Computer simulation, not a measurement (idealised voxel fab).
The document below concerns the process module designated voxel ribs on slabs.
Shown is cross-section cut, with a width of 195 nm and square cells of size 5 nm.
Just so we're on the same page, the cross-sections are grids of square cells, and they're listed out in bands top to bottom, each band one or more rows deep. Heights first: top, then bottom, in nm. Then materials, left to right, each with a width in nm. "everywhere" on a single material: fills the band edge to edge. "blank": empty space. For the purposes of this specification, 0 denotes the height below which the wafer in its as-received condition is composed wholly of one material, and the lowermost band, lacking a lower limit, extends downward without end, as expressed in "z 0 and below". Width: "30 to 40" (first number = top row, second number = bottom row, same change from row to row of cells). No cell of the cross-section changed in a step that is given as "no alterations made". For the entry "Unvented voids", the listed items are empty spaces with no open way to the top whose size is 8 cells or more; each item follows the pattern width x height at distance, where distance is from the left edge and all three are in nm. The remark found on a step's line after its settings is issued by the simulator itself and pertains to that step. What "overlay nm" on a step's line means: if the step has a mask, that mask lay this far to the right of its planned place, or, when the value is negative, to the left.

BELOW IS THE LIST OF PLANNED PROCESS STEPS
1,RECEIVE | material Si
2,DIRECTIONAL_DEP | material SiO2 | thk nm 25
3,DIRECTIONAL_DEP | material SiN | thk nm 15
4,MASKED_ETCH | tone cover | mask id RIB | width nm 25 | etch materials SiN | depth nm 10 | overlay nm 0
5,DIRECTIONAL_DEP | material aC | thk nm 15
6,PATTERN | tone cover | mask id SLAB | material resist | width nm 85 | thk nm 35 | overlay nm 0
7,DIRECTIONAL_ETCH | etch materials aC | depth nm 15
8,STRIP | etch materials resist
9,DIRECTIONAL_ETCH | etch materials SiN | depth nm 5
10,STRIP | etch materials aC
11,FILL_DEP | material SiO2 | thk nm 20
12,CMP | height nm 55
13,DIRECTIONAL_DEP | material TiN | thk nm 10
14,MASKED_ETCH | tone cover | mask id HEATER | width nm 35 | etch materials TiN | depth nm 10 | overlay nm 0
15,CONFORMAL_DEP | material SiN | thk nm 5

ON THE FIRST OF THE TWO WAFERS: RUN CONDUCTED ACCORDING TO PLAN

CROSS-SECTION OF THE INCOMING WAFER, STATE AFTER STEP 1
> z 0 and below | Si everywhere
> Unvented voids: none

THE WAFER, SEEN IN CROSS-SECTION, AFTER STEP 2
> z 25 to 0 | SiO2 everywhere
> Rest of section, below 0: as before.

THE WAFER, SEEN IN CROSS-SECTION, AFTER STEP 3
> z 40 to 25 | SiN everywhere
> Rest of section, below 25: as before.

THE WAFER, SEEN IN CROSS-SECTION, AFTER STEP 4
> z 40 to 30 | blank=85, SiN=25, blank=85
> Rest of section, below 30: as before.

THE WAFER, SEEN IN CROSS-SECTION, AFTER STEP 5
> z 55 to 45 | blank=85, aC=25, blank=85
> z 45 to 40 | aC everywhere
> z 40 to 30 | aC=85, SiN=25, aC=85
> Rest of section, below 30: as before.

THE WAFER, SEEN IN CROSS-SECTION, AFTER STEP 6
> z 90 to 55 | blank=55, resist=85, blank=55
> z 55 to 45 | blank=55, resist=30, aC=25, resist=30, blank=55
> Rest of section, below 45: as before.

THE WAFER, SEEN IN CROSS-SECTION, AFTER STEP 7
> z 75 to 55 | blank=55, resist=85, blank=55
> z 55 to 45 | blank=55, resist=30, aC=25, resist=30, blank=55
> z 45 to 40 | blank=55, aC=85, blank=55
> z 40 to 30 | blank=55, aC=30, SiN=25, aC=30, blank=55
> Rest of section, below 30: as before.

THE WAFER, SEEN IN CROSS-SECTION, AFTER STEP 8
> z 55 to 45 | blank=85, aC=25, blank=85
> Rest of section, below 45: as before.

THE WAFER, SEEN IN CROSS-SECTION, AFTER STEP 9
> z 55 to 45 | blank=85, aC=25, blank=85
> z 45 to 40 | blank=55, aC=85, blank=55
> z 40 to 30 | blank=55, aC=30, SiN=25, aC=30, blank=55
> z 30 to 25 | blank=55, SiN=85, blank=55
> Rest of section, below 25: as before.

THE WAFER, SEEN IN CROSS-SECTION, AFTER STEP 10
> z 40 to 30 | blank=85, SiN=25, blank=85
> Rest of section, below 30: as before.

THE WAFER, SEEN IN CROSS-SECTION, AFTER STEP 11
> z 60 to 40 | SiO2 everywhere
> z 40 to 30 | SiO2=85, SiN=25, SiO2=85
> z 30 to 25 | SiO2=55, SiN=85, SiO2=55
> Rest of section, below 25: as before.

THE WAFER, SEEN IN CROSS-SECTION, AFTER STEP 12
> z 55 to 40 | SiO2 everywhere
> Rest of section, below 40: as before.

THE WAFER, SEEN IN CROSS-SECTION, AFTER STEP 13
> z 65 to 55 | TiN everywhere
> Rest of section, below 55: as before.

THE WAFER, SEEN IN CROSS-SECTION, AFTER STEP 14
> z 65 to 55 | blank=80, TiN=35, blank=80
> Rest of section, below 55: as before.

THE WAFER, SEEN IN CROSS-SECTION, AFTER STEP 15
> z 70 to 65 | blank=75, SiN=45, blank=75
> z 65 to 60 | blank=75, SiN=5, TiN=35, SiN=5, blank=75
> z 60 to 55 | SiN=80, TiN=35, SiN=80
> Rest of section, below 55: as before.

HERE THE SECOND WAFER IS DESCRIBED. ITS START AND ITS PLAN WERE THOSE OF THE FIRST WAFER. ITS RUN CONTAINED ONE MISTAKE. UP TO AND INCLUDING STEP 1, IT DID EXACTLY WHAT THE FIRST WAFER DID

CROSS-SECTION: SECOND WAFER, TIME AT WHICH STEP 2 WAS SCHEDULED TO END
> z 50 to 0 | SiO2 everywhere
> Rest of section, below 0: as before.

CROSS-SECTION: SECOND WAFER, TIME AT WHICH STEP 3 WAS SCHEDULED TO END
> z 65 to 50 | SiN everywhere
> Rest of section, below 50: as before.

CROSS-SECTION: SECOND WAFER, TIME AT WHICH STEP 4 WAS SCHEDULED TO END
> z 65 to 55 | blank=85, SiN=25, blank=85
> Rest of section, below 55: as before.

CROSS-SECTION: SECOND WAFER, TIME AT WHICH STEP 5 WAS SCHEDULED TO END
> z 80 to 70 | blank=85, aC=25, blank=85
> z 70 to 65 | aC everywhere
> z 65 to 55 | aC=85, SiN=25, aC=85
> Rest of section, below 55: as before.

CROSS-SECTION: SECOND WAFER, TIME AT WHICH STEP 6 WAS SCHEDULED TO END
> z 115 to 80 | blank=55, resist=85, blank=55
> z 80 to 70 | blank=55, resist=30, aC=25, resist=30, blank=55
> Rest of section, below 70: as before.

CROSS-SECTION: SECOND WAFER, TIME AT WHICH STEP 7 WAS SCHEDULED TO END
> z 100 to 80 | blank=55, resist=85, blank=55
> z 80 to 70 | blank=55, resist=30, aC=25, resist=30, blank=55
> z 70 to 65 | blank=55, aC=85, blank=55
> z 65 to 55 | blank=55, aC=30, SiN=25, aC=30, blank=55
> Rest of section, below 55: as before.

CROSS-SECTION: SECOND WAFER, TIME AT WHICH STEP 8 WAS SCHEDULED TO END
> z 80 to 70 | blank=85, aC=25, blank=85
> Rest of section, below 70: as before.

CROSS-SECTION: SECOND WAFER, TIME AT WHICH STEP 9 WAS SCHEDULED TO END
> z 80 to 70 | blank=85, aC=25, blank=85
> z 70 to 65 | blank=55, aC=85, blank=55
> z 65 to 55 | blank=55, aC=30, SiN=25, aC=30, blank=55
> z 55 to 50 | blank=55, SiN=85, blank=55
> Rest of section, below 50: as before.

CROSS-SECTION: SECOND WAFER, TIME AT WHICH STEP 10 WAS SCHEDULED TO END
> z 65 to 55 | blank=85, SiN=25, blank=85
> Rest of section, below 55: as before.

CROSS-SECTION: SECOND WAFER, TIME AT WHICH STEP 11 WAS SCHEDULED TO END
> z 85 to 65 | SiO2 everywhere
> z 65 to 55 | SiO2=85, SiN=25, SiO2=85
> z 55 to 50 | SiO2=55, SiN=85, SiO2=55
> Rest of section, below 50: as before.

CROSS-SECTION: SECOND WAFER, TIME AT WHICH STEP 12 WAS SCHEDULED TO END
> z 55 to 50 | SiO2=55, SiN=85, SiO2=55
> Rest of section, below 50: as before.

CROSS-SECTION: SECOND WAFER, TIME AT WHICH STEP 13 WAS SCHEDULED TO END
> z 65 to 55 | TiN everywhere
> Rest of section, below 55: as before.

CROSS-SECTION: SECOND WAFER, TIME AT WHICH STEP 14 WAS SCHEDULED TO END
> z 65 to 55 | blank=80, TiN=35, blank=80
> Rest of section, below 55: as before.

CROSS-SECTION: SECOND WAFER, TIME AT WHICH STEP 15 WAS SCHEDULED TO END
> z 70 to 65 | blank=75, SiN=45, blank=75
> z 65 to 60 | blank=75, SiN=5, TiN=35, SiN=5, blank=75
> z 60 to 55 | SiN=80, TiN=35, SiN=80
> Rest of section, below 55: as before.
Run error: step 2 of the plan was executed twice over
End of process, cell counts, second wafer against first, materials with more or fewer: SiN -10, SiO2 +10
